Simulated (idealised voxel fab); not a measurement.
This is a process module. Its name is voxel transistor to metal.
cross-section cut | 160 nm wide | cells 5 nm
We lay out every cross-section as a grid of square cells and spell it out in bands from the top down, where one band means one or more rows of cells. This entry defines a band. It first specifies the height of the band's top and the height of its bottom in nm, and then specifies the band's materials from left to right, stating each material with its width in nm. The word "all across" identifies a single material that fills the band from edge to edge, while the word "empty" identifies empty space. Measure heights from 0. That's the level where, below it, the as-received wafer is all one material. The lowest band is bottomless and extends downward; write it as in "from 0 down". Think of "30 to 40" as a width that walks from the first number to the second as you go down the band, top row to bottom row, taking equal-sized steps from row to row. The cross-section has no changed cell in any step marked "nothing got changed". "Closed void listing" - sealed voids, min. 8 cells, no opening to top; format: width x height at distance (distance from left edge; nm throughout). Note: text after step settings on the step line = simulator remark on that step. "overlay nm" on a masked step: distance the mask lay right of its planned place, negative for left.
Set out below are the planned steps of the process:
1 RECEIVE (material Si)
2 CONFORMAL_DEP (material SiO2; thk nm 5)
3 CONFORMAL_DEP (material SiN; thk nm 10)
4 MASKED_ETCH (tone cover; mask id ACTIVE; width nm 100; etch materials SiN; depth nm 10; overlay nm 0)
5 MASKED_ETCH (tone cover; mask id ACTIVE; width nm 100; etch materials SiO2; depth nm 5; overlay nm 0)
6 MASKED_ETCH (tone cover; mask id ACTIVE; width nm 100; etch materials Si; depth nm 20; overlay nm 0)
7 OXIDIZE (depth nm 5)
8 FILL_DEP (material SiO2; thk nm 5)
9 CMP (height nm 15)
10 SELECTIVE_ETCH (etch materials SiO2; depth nm 10)
11 STRIP (etch materials SiN)
12 SELECTIVE_ETCH (etch materials SiO2; depth nm 5)
13 OXIDIZE (depth nm 5)
14 DIRECTIONAL_DEP (material polySi; thk nm 20)
15 DIRECTIONAL_DEP (material SiCN; thk nm 10)
16 DIRECTIONAL_DEP (material aC; thk nm 15)
17 PATTERN (tone cover; mask id GATE; material resist; width nm 30; thk nm 30; overlay nm 0)
18 DIRECTIONAL_ETCH (etch materials aC; depth nm 15)
19 STRIP (etch materials resist)
20 DIRECTIONAL_ETCH (etch materials SiCN; depth nm 20)
21 DIRECTIONAL_ETCH (etch materials polySi; depth nm 30)
22 STRIP (etch materials aC)
23 CONFORMAL_DEP (material SiO2; thk nm 5)
24 DIRECTIONAL_ETCH (etch materials SiO2; depth nm 5)
25 CONFORMAL_DEP (material SiN; thk nm 10)
26 DIRECTIONAL_ETCH (etch materials SiN; depth nm 10)
27 DIRECTIONAL_ETCH (etch materials SiO2; depth nm 5)
28 DIRECTIONAL_ETCH (etch materials Si; depth nm 15)
29 EPI (material SiGe; thk nm 20)
30 FILL_DEP (material SiO2; thk nm 5)
31 CMP (height nm 20)
32 STRIP (etch materials polySi)
33 SELECTIVE_ETCH (etch materials SiO2; depth nm 5)
34 CONFORMAL_DEP (material HfO2; thk nm 5)
35 CONFORMAL_DEP (material TiN; thk nm 5)
36 FILL_DEP (material W; thk nm 5)
37 CMP (height nm 15)
38 DIRECTIONAL_DEP (material SiO2; thk nm 15)
39 MASKED_ETCH (tone open; mask id CONTACT; width nm 15; pitch nm 75; etch materials SiO2; depth nm 15; overlay nm 0)
40 CONFORMAL_DEP (material TiN; thk nm 5)
41 FILL_DEP (material Ru; thk nm 10)
42 CMP (height nm 30)
43 DIRECTIONAL_DEP (material TiN; thk nm 5)
44 DIRECTIONAL_DEP (material W; thk nm 15)
45 DIRECTIONAL_DEP (material aC; thk nm 15)
46 PATTERN (tone cover; mask id METAL_1; material resist; width nm 15; pitch nm 75; thk nm 30; overlay nm 0)
47 DIRECTIONAL_ETCH (etch materials aC; depth nm 15)
48 STRIP (etch materials resist)
49 DIRECTIONAL_ETCH (etch materials W; depth nm 15)
50 DIRECTIONAL_ETCH (etch materials TiN; depth nm 5)
51 STRIP (etch materials aC)
52 FILL_DEP (material lowk; thk nm 10)
53 CMP (height nm 50)
54 CONFORMAL_DEP (material SiN; thk nm 5)
Incoming wafer, cross-sectional view, post step 1:
> from 0 down: Si all across
> Closed void listing: none
The cross-section shown corresponds to the wafer at the conclusion of the module. The initial structure and the process plan are those presented above; however, one mistake occurred in executing the plan:
> from 55 to 50: SiN all across
> from 50 to 35: lowk=35  W=15  lowk=60  W=15  lowk=35
> from 35 to 30: lowk=35  TiN=15  lowk=60  TiN=15  lowk=35
> from 30 to 20: SiO2=35  TiN=5  Ru=5  TiN=5  SiO2=60  TiN=5  Ru=5  TiN=5  SiO2=35
> from 20 to 15: SiO2=35  TiN=15  SiO2=60  TiN=15  SiO2=35
> from 15 to 5: SiO2=30  SiGe=20  SiN=10  HfO2=5  SiN=5  W=20  SiN=5  HfO2=5  SiN=10  SiGe=20  SiO2=30
> from 5 to 0: SiO2=30  SiGe=20  SiN=10  HfO2=5  SiN=30  HfO2=5  SiN=10  SiGe=20  SiO2=30
> from 0 to -5: SiO2=30  SiGe=20  SiO2=10  HfO2=40  SiO2=10  SiGe=20  SiO2=30
> from -5 to -20: SiO2=35  SiGe=15  Si=60  SiGe=15  SiO2=35
> from -20 to -25: SiO2=35  Si=90  SiO2=35
> from -25 down: Si all across
> Closed void listing: none
It is concluded that the wafer was processed incorrectly with respect to the plan, in that note that step 35 departed from the planned setting and was carried out as CONFORMAL_DEP (material SiN; thk nm 5)
